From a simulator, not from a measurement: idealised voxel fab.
This is a process module. Its name is voxel gate over fins.
FYI the section here is cut, 275 nm wide, cells are 5 nm squares.
Heads up, the way a cross-section reads in here is a grid of square cells, handed over as bands from the top down, with every band being one or more rows of cells.
What a band's entry tells you: where the top is and where the bottom is, as heights in nm, and after that what lies inside, material by material from left to right, each with its width in nm. Empty space is written as the word "empty", and a single material marked with the word "throughout" occupies the band from edge to edge.
Where do heights start? At 0: under that level the wafer as delivered is made of one material only. And the lowest band has no floor; it just carries on downward, as in "top 0, no bottom".
Top row gets the first number, bottom row gets the second, and each row in between changes by the same step: that is how a band width like "30..40" works.
You'll sometimes find "no modifications" written for a step, and that's the way of saying that nowhere in the cross-section did a cell change during that step.
"Sealed void list": empty spaces of 8 cells or more with no open way to the top, each given as width x height at distance, distance from the left edge, all in nm.
Anything after a step's settings on that line? It's the simulator's own note about the step.
"overlay nm" answers the question of how far to the right of plan the mask lay on a step that has a mask, and when it is negative the answer is to the left.
Note on reading: below, each pair holds a cross-section from before one process step and one from after it; the one from after shows only down to the lowest band that changed. Beneath the pair, the step in between is stated along with its settings. The pairs can stem from different runs of this module on the same starting wafer. Where a pair's entry headed "State on entry" says so, and only there, that pair continues from the pair above it.

STATE ON ENTRY
  top 20, bottom 15 | empty 40  TiN 45  empty 5  TiN 45  empty 5  TiN 45  empty 5  TiN 45  empty 40
  top 15, bottom 10 | empty 40  TiN 5  TiAl 35  TiN 5  empty 5  TiN 5  TiAl 35  TiN 5  empty 5  TiN 5  TiAl 35  TiN 5  empty 5  TiN 5  TiAl 35  TiN 5  empty 40
  top 10, bottom 5 | empty 40  TiN 5  TiAl 5  TiN 25  TiAl 5  TiN 5  empty 5  TiN 5  TiAl 5  TiN 25  TiAl 5  TiN 5  empty 5  TiN 5  TiAl 5  TiN 25  TiAl 5  TiN 5  empty 5  TiN 5  TiAl 5  TiN 25  TiAl 5  TiN 5  empty 40
  top 5, bottom 0 | empty 40  TiN 5  TiAl 5  TiN 5  HfO2 15  TiN 5  TiAl 5  TiN 5  empty 5  TiN 5  TiAl 5  TiN 5  HfO2 15  TiN 5  TiAl 5  TiN 5  empty 5  TiN 5  TiAl 5  TiN 5  HfO2 15  TiN 5  TiAl 5  TiN 5  empty 5  TiN 5  TiAl 5  TiN 5  HfO2 15  TiN 5  TiAl 5  TiN 5  empty 40
  top 0, bottom -5 | empty 40  TiN 5  TiAl 5  TiN 5  HfO2 5  Si 5  HfO2 5  TiN 5  TiAl 5  TiN 15  TiAl 5  TiN 5  HfO2 5  Si 5  HfO2 5  TiN 5  TiAl 5  TiN 5  empty 5  TiN 5  TiAl 5  TiN 5  HfO2 5  Si 5  HfO2 5  TiN 5  TiAl 5  TiN 5  empty 5  TiN 5  TiAl 5  TiN 5  HfO2 5  Si 5  HfO2 5  TiN 5  TiAl 5  TiN 5  empty 40
  top -5, bottom -10 | empty 40  TiN 5  TiAl 5  TiN 5  HfO2 5  Si 5  HfO2 5  TiN 5  TiAl 25  TiN 5  HfO2 5  Si 5  HfO2 5  TiN 5  TiAl 5  TiN 5  empty 5  TiN 5  TiAl 5  TiN 5  HfO2 5  Si 5  HfO2 5  TiN 5  TiAl 5  TiN 5  empty 5  TiN 5  TiAl 5  TiN 5  HfO2 5  Si 5  HfO2 5  TiN 5  TiAl 5  TiN 5  empty 40
  top -10, bottom -15 | TiN 45  TiAl 5  TiN 5  HfO2 5  Si 5  HfO2 5  TiN 35  HfO2 5  Si 5  HfO2 5  TiN 5  TiAl 5  TiN 15  TiAl 5  TiN 5  HfO2 5  Si 5  HfO2 5  TiN 5  TiAl 5  TiN 15  TiAl 5  TiN 5  HfO2 5  Si 5  HfO2 5  TiN 5  TiAl 5  TiN 45
  top -15, bottom -20 | TiAl 50  TiN 5  HfO2 5  Si 5  HfO2 5  TiN 5  HfO2 25  TiN 5  HfO2 5  Si 5  HfO2 5  TiN 5  TiAl 25  TiN 5  HfO2 5  Si 5  HfO2 5  TiN 5  TiAl 25  TiN 5  HfO2 5  Si 5  HfO2 5  TiN 5  TiAl 50
  top -20, bottom -25 | TiN 55  HfO2 5  Si 5  HfO2 5  TiN 5  HfO2 5  TiN 5  Ru 5  TiN 5  HfO2 5  TiN 5  HfO2 5  Si 5  HfO2 5  TiN 35  HfO2 5  Si 5  HfO2 5  TiN 35  HfO2 5  Si 5  HfO2 5  TiN 55
  top -25, bottom -30 | HfO2 60  Si 5  HfO2 15  TiN 5  Ru 5  TiN 5  HfO2 15  Si 5  HfO2 45  Si 5  HfO2 45  Si 5  HfO2 60
  top -30, bottom -35 | SiO2 60  Si 5  SiO2 15  TiN 15  SiO2 15  Si 5  SiO2 45  Si 5  SiO2 45  Si 5  SiO2 60
  top -35, bottom -45 | SiO2 60  Si 5  SiO2 45  Si 5  SiO2 45  Si 5  SiO2 45  Si 5  SiO2 60
  top -45, no bottom | Si throughout
  Sealed void list: none

RESULTING STRUCTURE
  top 35, bottom 20 | W throughout
  top 20, bottom 15 | W 40  TiN 45  W 5  TiN 45  W 5  TiN 45  W 5  TiN 45  W 40
  top 15, bottom 10 | W 40  TiN 5  TiAl 35  TiN 5  W 5  TiN 5  TiAl 35  TiN 5  W 5  TiN 5  TiAl 35  TiN 5  W 5  TiN 5  TiAl 35  TiN 5  W 40
  top 10, bottom 5 | W 40  TiN 5  TiAl 5  TiN 25  TiAl 5  TiN 5  W 5  TiN 5  TiAl 5  TiN 25  TiAl 5  TiN 5  W 5  TiN 5  TiAl 5  TiN 25  TiAl 5  TiN 5  W 5  TiN 5  TiAl 5  TiN 25  TiAl 5  TiN 5  W 40
  top 5, bottom 0 | W 40  TiN 5  TiAl 5  TiN 5  HfO2 15  TiN 5  TiAl 5  TiN 5  W 5  TiN 5  TiAl 5  TiN 5  HfO2 15  TiN 5  TiAl 5  TiN 5  W 5  TiN 5  TiAl 5  TiN 5  HfO2 15  TiN 5  TiAl 5  TiN 5  W 5  TiN 5  TiAl 5  TiN 5  HfO2 15  TiN 5  TiAl 5  TiN 5  W 40
  top 0, bottom -5 | W 40  TiN 5  TiAl 5  TiN 5  HfO2 5  Si 5  HfO2 5  TiN 5  TiAl 5  TiN 15  TiAl 5  TiN 5  HfO2 5  Si 5  HfO2 5  TiN 5  TiAl 5  TiN 5  W 5  TiN 5  TiAl 5  TiN 5  HfO2 5  Si 5  HfO2 5  TiN 5  TiAl 5  TiN 5  W 5  TiN 5  TiAl 5  TiN 5  HfO2 5  Si 5  HfO2 5  TiN 5  TiAl 5  TiN 5  W 40
  top -5, bottom -10 | W 40  TiN 5  TiAl 5  TiN 5  HfO2 5  Si 5  HfO2 5  TiN 5  TiAl 25  TiN 5  HfO2 5  Si 5  HfO2 5  TiN 5  TiAl 5  TiN 5  W 5  TiN 5  TiAl 5  TiN 5  HfO2 5  Si 5  HfO2 5  TiN 5  TiAl 5  TiN 5  W 5  TiN 5  TiAl 5  TiN 5  HfO2 5  Si 5  HfO2 5  TiN 5  TiAl 5  TiN 5  W 40
  Beneath the level -10, the cross-section is identical to its previous state.
  Sealed void list: none
Can you say which step sits between the two cross-sections above? FILL_DEP, material W, thk nm 15

State on entry: per the after cross-section of the pair just above.

RESULTING STRUCTURE
  top 30, bottom 20 | W throughout
  Beneath the level 20, the cross-section is identical to its previous state.
  Sealed void list: none
Can you say which step sits between the two cross-sections above? CMP, height nm 30

State on entry: per the after cross-section of the pair just above.

RESULTING STRUCTURE
  top 35, bottom 30 | SiCN throughout
  Beneath the level 30, the cross-section is identical to its previous state.
  Sealed void list: none
Can you say which step sits between the two cross-sections above? CONFORMAL_DEP, material SiCN, thk nm 5

STATE ON ENTRY
  top 5, bottom 0 | empty 55  HfO2 15  empty 35  HfO2 15  empty 35  HfO2 15  empty 35  HfO2 15  empty 55
  top 0, bottom -5 | empty 55  HfO2 5  Si 5  HfO2 5  empty 35  HfO2 5  Si 5  HfO2 5  empty 35  HfO2 5  Si 5  HfO2 5  empty 35  HfO2 5  Si 5  HfO2 5  empty 55
  top -5, bottom -10 | HfO2 60  Si 5  HfO2 45  Si 5  HfO2 45  Si 5  HfO2 45  Si 5  HfO2 60
  top -10, bottom -20 | SiO2 60  Si 5  SiO2 45  Si 5  SiO2 45  Si 5  SiO2 45  Si 5  SiO2 60
  top -20, bottom -30 | SiO2 60  Si 5  SiO2 15  TiN 5  Ru 5  TiN 5  SiO2 15  Si 5  SiO2 45  Si 5  SiO2 45  Si 5  SiO2 60
  top -30, bottom -35 | SiO2 60  Si 5  SiO2 15  TiN 15  SiO2 15  Si 5  SiO2 45  Si 5  SiO2 45  Si 5  SiO2 60
  top -35, bottom -45 | SiO2 60  Si 5  SiO2 45  Si 5  SiO2 45  Si 5  SiO2 45  Si 5  SiO2 60
  top -45, no bottom | Si throughout
  Sealed void list: none

RESULTING STRUCTURE
  top 10, bottom 5 | empty 50  TiAl 25  empty 25  TiAl 25  empty 25  TiAl 25  empty 25  TiAl 25  empty 50
  top 5, bottom 0 | empty 50  TiAl 5  HfO2 15  TiAl 5  empty 25  TiAl 5  HfO2 15  TiAl 5  empty 25  TiAl 5  HfO2 15  TiAl 5  empty 25  TiAl 5  HfO2 15  TiAl 5  empty 50
  top 0, bottom -5 | TiAl 55  HfO2 5  Si 5  HfO2 5  TiAl 35  HfO2 5  Si 5  HfO2 5  TiAl 35  HfO2 5  Si 5  HfO2 5  TiAl 35  HfO2 5  Si 5  HfO2 5  TiAl 55
  Beneath the level -5, the cross-section is identical to its previous state.
  Sealed void list: none
Can you say which step sits between the two cross-sections above? CONFORMAL_DEP, material TiAl, thk nm 5

State on entry: per the after cross-section of the pair just above.

RESULTING STRUCTURE
  top 15, bottom 10 | empty 45  TiN 35  empty 15  TiN 35  empty 15  TiN 35  empty 15  TiN 35  empty 45
  top 10, bottom 5 | empty 45  TiN 5  TiAl 25  TiN 5  empty 15  TiN 5  TiAl 25  TiN 5  empty 15  TiN 5  TiAl 25  TiN 5  empty 15  TiN 5  TiAl 25  TiN 5  empty 45
  top 5, bottom 0 | TiN 50  TiAl 5  HfO2 15  TiAl 5  TiN 25  TiAl 5  HfO2 15  TiAl 5  TiN 25  TiAl 5  HfO2 15  TiAl 5  TiN 25  TiAl 5  HfO2 15  TiAl 5  TiN 50
  Beneath the level 0, the cross-section is identical to its previous state.
  Sealed void list: none
Can you say which step sits between the two cross-sections above? CONFORMAL_DEP, material TiN, thk nm 5

State on entry: per the after cross-section of the pair just above.

RESULTING STRUCTURE
  top 20, bottom 10 | empty 40  TiN 45  empty 5  TiN 45  empty 5  TiN 45  empty 5  TiN 45  empty 40
  top 10, bottom 5 | TiN 50  TiAl 25  TiN 25  TiAl 25  TiN 25  TiAl 25  TiN 25  TiAl 25  TiN 50
  Beneath the level 5, the cross-section is identical to its previous state.
  Sealed void list: none
Can you say which step sits between the two cross-sections above? CONFORMAL_DEP, material TiN, thk nm 5

State on entry: per the after cross-section of the pair just above.

RESULTING STRUCTURE
  top 35, bottom 20 | W throughout
  top 20, bottom 10 | W 40  TiN 45  W 5  TiN 45  W 5  TiN 45  W 5  TiN 45  W 40
  Beneath the level 10, the cross-section is identical to its previous state.
  Sealed void list: none
Can you say which step sits between the two cross-sections above? FILL_DEP, material W, thk nm 15

State on entry: per the after cross-section of the pair just above.

RESULTING STRUCTURE
  top 30, bottom 20 | W throughout
  Beneath the level 20, the cross-section is identical to its previous state.
  Sealed void list: none
Can you say which step sits between the two cross-sections above? CMP, height nm 30

State on entry: per the after cross-section of the pair just above.

RESULTING STRUCTURE
  top 35, bottom 30 | SiCN throughout
  Beneath the level 30, the cross-section is identical to its previous state.
  Sealed void list: none
Can you say which step sits between the two cross-sections above? CONFORMAL_DEP, material SiCN, thk nm 5

STATE ON ENTRY
  top 25, bottom 10 | empty 55  resist 15  empty 35  resist 15  empty 35  resist 15  empty 35  resist 15  empty 55
  top 10, bottom 0 | empty 55  SiN 15  empty 35  SiN 15  empty 35  SiN 15  empty 35  SiN 15  empty 55
  top 0, no bottom | Si throughout
  Sealed void list: none

RESULTING STRUCTURE
  top 25, bottom 10 | empty 55  resist 15  empty 35  resist 15  empty 35  resist 15  empty 35  resist 15  empty 55
  top 10, bottom 0 | empty 55  SiN 15  empty 35  SiN 15  empty 35  SiN 15  empty 35  SiN 15  empty 55
  top 0, bottom -35 | empty 55  Si 15  empty 35  Si 15  empty 35  Si 15  empty 35  Si 15  empty 55
  Beneath the level -35, the cross-section is identical to its previous state.
  Sealed void list: none
Can you say which step sits between the two cross-sections above? DIRECTIONAL_ETCH, etch materials Si, depth nm 35

State on entry: per the after cross-section of the pair just above.

RESULTING STRUCTURE
  top 10, bottom 0 | empty 55  SiN 15  empty 35  SiN 15  empty 35  SiN 15  empty 35  SiN 15  empty 55
  Beneath the level 0, the cross-section is identical to its previous state.
  Sealed void list: none
Can you say which step sits between the two cross-sections above? STRIP, etch materials resist

State on entry: per the after cross-section of the pair just above.

RESULTING STRUCTURE
  top 10, bottom 0 | empty 55  SiN 15  empty 35  SiN 15  empty 35  SiN 15  empty 35  SiN 15  empty 55
  top 0, bottom -35 | empty 55  SiO2 5  Si 5  SiO2 5  empty 35  SiO2 5  Si 5  SiO2 5  empty 35  SiO2 5  Si 5  SiO2 5  empty 35  SiO2 5  Si 5  SiO2 5  empty 55
  top -35, bottom -40 | SiO2 60  Si 5  SiO2 45  Si 5  SiO2 45  Si 5  SiO2 45  Si 5  SiO2 60
  Beneath the level -40, the cross-section is identical to its previous state.
  Sealed void list: none
Can you say which step sits between the two cross-sections above? OXIDIZE, depth nm 5

State on entry: per the after cross-section of the pair just above.

RESULTING STRUCTURE
  top 15, bottom 10 | SiO2 throughout
  top 10, bottom 0 | SiO2 55  SiN 15  SiO2 35  SiN 15  SiO2 35  SiN 15  SiO2 35  SiN 15  SiO2 55
  top 0, bottom -40 | SiO2 60  Si 5  SiO2 45  Si 5  SiO2 45  Si 5  SiO2 45  Si 5  SiO2 60
  Beneath the level -40, the cross-section is identical to its previous state.
  Sealed void list: none
Can you say which step sits between the two cross-sections above? FILL_DEP, material SiO2, thk nm 5

State on entry: per the after cross-section of the pair just above.

RESULTING STRUCTURE
  top 10, bottom 0 | SiO2 55  SiN 15  SiO2 35  SiN 15  SiO2 35  SiN 15  SiO2 35  SiN 15  SiO2 55
  Beneath the level 0, the cross-section is identical to its previous state.
  Sealed void list: none
Can you say which step sits between the two cross-sections above? CMP, height nm 10

State on entry: per the after cross-section of the pair just above.

RESULTING STRUCTURE
  top 20, bottom 10 | aC throughout
  Beneath the level 10, the cross-section is identical to its previous state.
  Sealed void list: none
Can you say which step sits between the two cross-sections above? DIRECTIONAL_DEP, material aC, thk nm 10

State on entry: per the after cross-section of the pair just above.

RESULTING STRUCTURE
  top 50, bottom 20 | resist 80  empty 15  resist 180
  Beneath the level 20, the cross-section is identical to its previous state.
  Sealed void list: none
Can you say which step sits between the two cross-sections above? PATTERN, tone open, mask id RAIL, material resist, width nm 15, thk nm 30, overlay nm 0

State on entry: per the after cross-section of the pair just above.

RESULTING STRUCTURE
  top 40, bottom 20 | resist 80  empty 15  resist 180
  top 20, bottom 10 | aC 80  empty 15  aC 180
  Beneath the level 10, the cross-section is identical to its previous state.
  Sealed void list: none
Can you say which step sits between the two cross-sections above? DIRECTIONAL_ETCH, etch materials aC, depth nm 10

State on entry: per the after cross-section of the pair just above.

RESULTING STRUCTURE
  top 20, bottom 10 | aC 80  empty 15  aC 180
  Beneath the level 10, the cross-section is identical to its previous state.
  Sealed void list: none
Can you say which step sits between the two cross-sections above? STRIP, etch materials resist

State on entry: per the after cross-section of the pair just above.

RESULTING STRUCTURE
  top 20, bottom 10 | aC 80  empty 15  aC 180
  top 10, bottom 0 | SiO2 55  SiN 15  SiO2 10  empty 15  SiO2 10  SiN 15  SiO2 35  SiN 15  SiO2 35  SiN 15  SiO2 55
  top 0, bottom -35 | SiO2 60  Si 5  SiO2 15  empty 15  SiO2 15  Si 5  SiO2 45  Si 5  SiO2 45  Si 5  SiO2 60
  Beneath the level -35, the cross-section is identical to its previous state.
  Sealed void list: none
Can you say which step sits between the two cross-sections above? DIRECTIONAL_ETCH, etch materials SiO2, depth nm 45

State on entry: per the after cross-section of the pair just above.

RESULTING STRUCTURE
  top 10, bottom 0 | SiO2 55  SiN 15  SiO2 10  empty 15  SiO2 10  SiN 15  SiO2 35  SiN 15  SiO2 35  SiN 15  SiO2 55
  Beneath the level 0, the cross-section is identical to its previous state.
  Sealed void list: none
Can you say which step sits between the two cross-sections above? STRIP, etch materials aC

State on entry: per the after cross-section of the pair just above.

RESULTING STRUCTURE
  top 15, bottom 10 | TiN 85  empty 5  TiN 185
  top 10, bottom 0 | SiO2 55  SiN 15  SiO2 10  TiN 5  empty 5  TiN 5  SiO2 10  SiN 15  SiO2 35  SiN 15  SiO2 35  SiN 15  SiO2 55
  top 0, bottom -30 | SiO2 60  Si 5  SiO2 15  TiN 5  empty 5  TiN 5  SiO2 15  Si 5  SiO2 45  Si 5  SiO2 45  Si 5  SiO2 60
  top -30, bottom -35 | SiO2 60  Si 5  SiO2 15  TiN 15  SiO2 15  Si 5  SiO2 45  Si 5  SiO2 45  Si 5  SiO2 60
  Beneath the level -35, the cross-section is identical to its previous state.
  Sealed void list: none
Can you say which step sits between the two cross-sections above? CONFORMAL_DEP, material TiN, thk nm 5

State on entry: per the after cross-section of the pair just above.

RESULTING STRUCTURE
  top 20, bottom 15 | Ru throughout
  top 15, bottom 10 | TiN 85  Ru 5  TiN 185
  top 10, bottom 0 | SiO2 55  SiN 15  SiO2 10  TiN 5  Ru 5  TiN 5  SiO2 10  SiN 15  SiO2 35  SiN 15  SiO2 35  SiN 15  SiO2 55
  top 0, bottom -30 | SiO2 60  Si 5  SiO2 15  TiN 5  Ru 5  TiN 5  SiO2 15  Si 5  SiO2 45  Si 5  SiO2 45  Si 5  SiO2 60
  Beneath the level -30, the cross-section is identical to its previous state.
  Sealed void list: none
Can you say which step sits between the two cross-sections above? FILL_DEP, material Ru, thk nm 5

State on entry: per the after cross-section of the pair just above.

RESULTING STRUCTURE
  top 10, bottom 0 | SiO2 55  SiN 15  SiO2 10  TiN 5  Ru 5  TiN 5  SiO2 10  SiN 15  SiO2 35  SiN 15  SiO2 35  SiN 15  SiO2 55
  Beneath the level 0, the cross-section is identical to its previous state.
  Sealed void list: none
Can you say which step sits between the two cross-sections above? CMP, height nm 10

State on entry: per the after cross-section of the pair just above.

RESULTING STRUCTURE
  top 10, bottom 0 | SiO2 55  SiN 15  SiO2 10  empty 15  SiO2 10  SiN 15  SiO2 35  SiN 15  SiO2 35  SiN 15  SiO2 55
  top 0, bottom -20 | SiO2 60  Si 5  SiO2 15  empty 15  SiO2 15  Si 5  SiO2 45  Si 5  SiO2 45  Si 5  SiO2 60
  Beneath the level -20, the cross-section is identical to its previous state.
  Sealed void list: none
Can you say which step sits between the two cross-sections above? SELECTIVE_ETCH, etch materials W Ru TiN, depth nm 30

State on entry: per the after cross-section of the pair just above.

RESULTING STRUCTURE
  top 15, bottom 10 | SiO2 throughout
  top 10, bottom 0 | SiO2 55  SiN 15  SiO2 35  SiN 15  SiO2 35  SiN 15  SiO2 35  SiN 15  SiO2 55
  top 0, bottom -20 | SiO2 60  Si 5  SiO2 45  Si 5  SiO2 45  Si 5  SiO2 45  Si 5  SiO2 60
  Beneath the level -20, the cross-section is identical to its previous state.
  Sealed void list: none
Can you say which step sits between the two cross-sections above? FILL_DEP, material SiO2, thk nm 5

State on entry: per the after cross-section of the pair just above.

RESULTING STRUCTURE
  top 10, bottom 0 | SiO2 55  SiN 15  SiO2 35  SiN 15  SiO2 35  SiN 15  SiO2 35  SiN 15  SiO2 55
  Beneath the level 0, the cross-section is identical to its previous state.
  Sealed void list: none
Can you say which step sits between the two cross-sections above? CMP, height nm 10

State on entry: per the after cross-section of the pair just above.

RESULTING STRUCTURE
  top 10, bottom 0 | empty 55  SiN 15  empty 35  SiN 15  empty 35  SiN 15  empty 35  SiN 15  empty 55
  top 0, bottom -10 | empty 60  Si 5  empty 45  Si 5  empty 45  Si 5  empty 45  Si 5  empty 60
  Beneath the level -10, the cross-section is identical to its previous state.
  Sealed void list: none
Can you say which step sits between the two cross-sections above? SELECTIVE_ETCH, etch materials SiO2, depth nm 20

State on entry: per the after cross-section of the pair just above.

RESULTING STRUCTURE
  top 0, bottom -10 | empty 60  Si 5  empty 45  Si 5  empty 45  Si 5  empty 45  Si 5  empty 60
  Beneath the level -10, the cross-section is identical to its previous state.
  Sealed void list: none
Can you say which step sits between the two cross-sections above? STRIP, etch materials SiN

State on entry: per the after cross-section of the pair just above.

RESULTING STRUCTURE
  top 5, bottom 0 | empty 55  HfO2 15  empty 35  HfO2 15  empty 35  HfO2 15  empty 35  HfO2 15  empty 55
  top 0, bottom -5 | empty 55  HfO2 5  Si 5  HfO2 5  empty 35  HfO2 5  Si 5  HfO2 5  empty 35  HfO2 5  Si 5  HfO2 5  empty 35  HfO2 5  Si 5  HfO2 5  empty 55
  top -5, bottom -10 | HfO2 60  Si 5  HfO2 45  Si 5  HfO2 45  Si 5  HfO2 45  Si 5  HfO2 60
  Beneath the level -10, the cross-section is identical to its previous state.
  Sealed void list: none
Can you say which step sits between the two cross-sections above? CONFORMAL_DEP, material HfO2, thk nm 5

State on entry: per the after cross-section of the pair just above.

RESULTING STRUCTURE
  top 10, bottom 5 | empty 50  TiN 25  empty 25  TiN 25  empty 25  TiN 25  empty 25  TiN 25  empty 50
  top 5, bottom 0 | empty 50  TiN 5  HfO2 15  TiN 5  empty 25  TiN 5  HfO2 15  TiN 5  empty 25  TiN 5  HfO2 15  TiN 5  empty 25  TiN 5  HfO2 15  TiN 5  empty 50
  top 0, bottom -5 | TiN 55  HfO2 5  Si 5  HfO2 5  TiN 35  HfO2 5  Si 5  HfO2 5  TiN 35  HfO2 5  Si 5  HfO2 5  TiN 35  HfO2 5  Si 5  HfO2 5  TiN 55
  Beneath the level -5, the cross-section is identical to its previous state.
  Sealed void list: none
Can you say which step sits between the two cross-sections above? CONFORMAL_DEP, material TiN, thk nm 5

State on entry: per the after cross-section of the pair just above.

RESULTING STRUCTURE
  top 15, bottom 10 | empty 45  TiAl 35  empty 15  TiAl 35  empty 15  TiAl 35  empty 15  TiAl 35  empty 45
  top 10, bottom 5 | empty 45  TiAl 5  TiN 25  TiAl 5  empty 15  TiAl 5  TiN 25  TiAl 5  empty 15  TiAl 5  TiN 25  TiAl 5  empty 15  TiAl 5  TiN 25  TiAl 5  empty 45
  top 5, bottom 0 | TiAl 50  TiN 5  HfO2 15  TiN 5  TiAl 25  TiN 5  HfO2 15  TiN 5  TiAl 25  TiN 5  HfO2 15  TiN 5  TiAl 25  TiN 5  HfO2 15  TiN 5  TiAl 50
  Beneath the level 0, the cross-section is identical to its previous state.
  Sealed void list: none
Can you say which step sits between the two cross-sections above? CONFORMAL_DEP, material TiAl, thk nm 5

State on entry: per the after cross-section of the pair just above.

RESULTING STRUCTURE
  top 20, bottom 15 | empty 40  TiN 45  empty 5  TiN 45  empty 5  TiN 45  empty 5  TiN 45  empty 40
  top 15, bottom 10 | empty 40  TiN 5  TiAl 35  TiN 5  empty 5  TiN 5  TiAl 35  TiN 5  empty 5  TiN 5  TiAl 35  TiN 5  empty 5  TiN 5  TiAl 35  TiN 5  empty 40
  top 10, bottom 5 | TiN 45  TiAl 5  TiN 25  TiAl 5  TiN 15  TiAl 5  TiN 25  TiAl 5  TiN 15  TiAl 5  TiN 25  TiAl 5  TiN 15  TiAl 5  TiN 25  TiAl 5  TiN 45
  Beneath the level 5, the cross-section is identical to its previous state.
  Sealed void list: none
Can you say which step sits between the two cross-sections above? CONFORMAL_DEP, material TiN, thk nm 5

State on entry: per the after cross-section of the pair just above.

RESULTING STRUCTURE
  top 35, bottom 20 | W throughout
  top 20, bottom 15 | W 40  TiN 45  W 5  TiN 45  W 5  TiN 45  W 5  TiN 45  W 40
  top 15, bottom 10 | W 40  TiN 5  TiAl 35  TiN 5  W 5  TiN 5  TiAl 35  TiN 5  W 5  TiN 5  TiAl 35  TiN 5  W 5  TiN 5  TiAl 35  TiN 5  W 40
  Beneath the level 10, the cross-section is identical to its previous state.
  Sealed void list: none
Can you say which step sits between the two cross-sections above? FILL_DEP, material W, thk nm 15

State on entry: per the after cross-section of the pair just above.

RESULTING STRUCTURE
  top 30, bottom 20 | W throughout
  Beneath the level 20, the cross-section is identical to its previous state.
  Sealed void list: none
Can you say which step sits between the two cross-sections above? CMP, height nm 30

State on entry: per the after cross-section of the pair just above.

RESULTING STRUCTURE
  top 35, bottom 30 | SiCN throughout
  Beneath the level 30, the cross-section is identical to its previous state.
  Sealed void list: none
Can you say which step sits between the two cross-sections above? CONFORMAL_DEP, material SiCN, thk nm 5

STATE ON ENTRY
  top 20, bottom 10 | aC throughout
  top 10, bottom 0 | SiO2 55  SiN 15  SiO2 35  SiN 15  SiO2 35  SiN 15  SiO2 35  SiN 15  SiO2 55
  top 0, bottom -45 | SiO2 60  Si 5  SiO2 45  Si 5  SiO2 45  Si 5  SiO2 45  Si 5  SiO2 60
  top -45, no bottom | Si throughout
  Sealed void list: none

RESULTING STRUCTURE
  top 50, bottom 20 | resist 80  empty 20  resist 175
  Beneath the level 20, the cross-section is identical to its previous state.
  Sealed void list: none
Can you say which step sits between the two cross-sections above? PATTERN, tone open, mask id RAIL, material resist, width nm 20, thk nm 30, overlay nm 0

State on entry: per the after cross-section of the pair just above.

RESULTING STRUCTURE
  top 40, bottom 20 | resist 80  empty 20  resist 175
  top 20, bottom 10 | aC 80  empty 20  aC 175
  Beneath the level 10, the cross-section is identical to its previous state.
  Sealed void list: none
Can you say which step sits between the two cross-sections above? DIRECTIONAL_ETCH, etch materials aC, depth nm 10

State on entry: per the after cross-section of the pair just above.

RESULTING STRUCTURE
  top 20, bottom 10 | aC 80  empty 20  aC 175
  Beneath the level 10, the cross-section is identical to its previous state.
  Sealed void list: none
Can you say which step sits between the two cross-sections above? STRIP, etch materials resist

State on entry: per the after cross-section of the pair just above.

RESULTING STRUCTURE
  top 20, bottom 10 | aC 80  empty 20  aC 175
  top 10, bottom 0 | SiO2 55  SiN 15  SiO2 10  empty 20  SiO2 5  SiN 15  SiO2 35  SiN 15  SiO2 35  SiN 15  SiO2 55
  top 0, bottom -35 | SiO2 60  Si 5  SiO2 15  empty 20  SiO2 10  Si 5  SiO2 45  Si 5  SiO2 45  Si 5  SiO2 60
  Beneath the level -35, the cross-section is identical to its previous state.
  Sealed void list: none
Can you say which step sits between the two cross-sections above? DIRECTIONAL_ETCH, etch materials SiO2, depth nm 45

State on entry: per the after cross-section of the pair just above.

RESULTING STRUCTURE
  top 10, bottom 0 | SiO2 55  SiN 15  SiO2 10  empty 20  SiO2 5  SiN 15  SiO2 35  SiN 15  SiO2 35  SiN 15  SiO2 55
  Beneath the level 0, the cross-section is identical to its previous state.
  Sealed void list: none
Can you say which step sits between the two cross-sections above? STRIP, etch materials aC

State on entry: per the after cross-section of the pair just above.

RESULTING STRUCTURE
  top 15, bottom 10 | TiN 85  empty 10  TiN 180
  top 10, bottom 0 | SiO2 55  SiN 15  SiO2 10  TiN 5  empty 10  TiN 5  SiO2 5  SiN 15  SiO2 35  SiN 15  SiO2 35  SiN 15  SiO2 55
  top 0, bottom -30 | SiO2 60  Si 5  SiO2 15  TiN 5  empty 10  TiN 5  SiO2 10  Si 5  SiO2 45  Si 5  SiO2 45  Si 5  SiO2 60
  top -30, bottom -35 | SiO2 60  Si 5  SiO2 15  TiN 20  SiO2 10  Si 5  SiO2 45  Si 5  SiO2 45  Si 5  SiO2 60
  Beneath the level -35, the cross-section is identical to its previous state.
  Sealed void list: none
Can you say which step sits between the two cross-sections above? CONFORMAL_DEP, material TiN, thk nm 5

State on entry: per the after cross-section of the pair just above.

RESULTING STRUCTURE
  top 20, bottom 15 | Ru throughout
  top 15, bottom 10 | TiN 85  Ru 10  TiN 180
  top 10, bottom 0 | SiO2 55  SiN 15  SiO2 10  TiN 5  Ru 10  TiN 5  SiO2 5  SiN 15  SiO2 35  SiN 15  SiO2 35  SiN 15  SiO2 55
  top 0, bottom -30 | SiO2 60  Si 5  SiO2 15  TiN 5  Ru 10  TiN 5  SiO2 10  Si 5  SiO2 45  Si 5  SiO2 45  Si 5  SiO2 60
  Beneath the level -30, the cross-section is identical to its previous state.
  Sealed void list: none
Can you say which step sits between the two cross-sections above? FILL_DEP, material Ru, thk nm 5

State on entry: per the after cross-section of the pair just above.

RESULTING STRUCTURE
  top 10, bottom 0 | SiO2 55  SiN 15  SiO2 10  TiN 5  Ru 10  TiN 5  SiO2 5  SiN 15  SiO2 35  SiN 15  SiO2 35  SiN 15  SiO2 55
  Beneath the level 0, the cross-section is identical to its previous state.
  Sealed void list: none
Can you say which step sits between the two cross-sections above? CMP, height nm 10

State on entry: per the after cross-section of the pair just above.

RESULTING STRUCTURE
  top 10, bottom 0 | SiO2 55  SiN 15  SiO2 10  empty 20  SiO2 5  SiN 15  SiO2 35  SiN 15  SiO2 35  SiN 15  SiO2 55
  top 0, bottom -20 | SiO2 60  Si 5  SiO2 15  empty 20  SiO2 10  Si 5  SiO2 45  Si 5  SiO2 45  Si 5  SiO2 60
  Beneath the level -20, the cross-section is identical to its previous state.
  Sealed void list: none
Can you say which step sits between the two cross-sections above? SELECTIVE_ETCH, etch materials W Ru TiN, depth nm 30
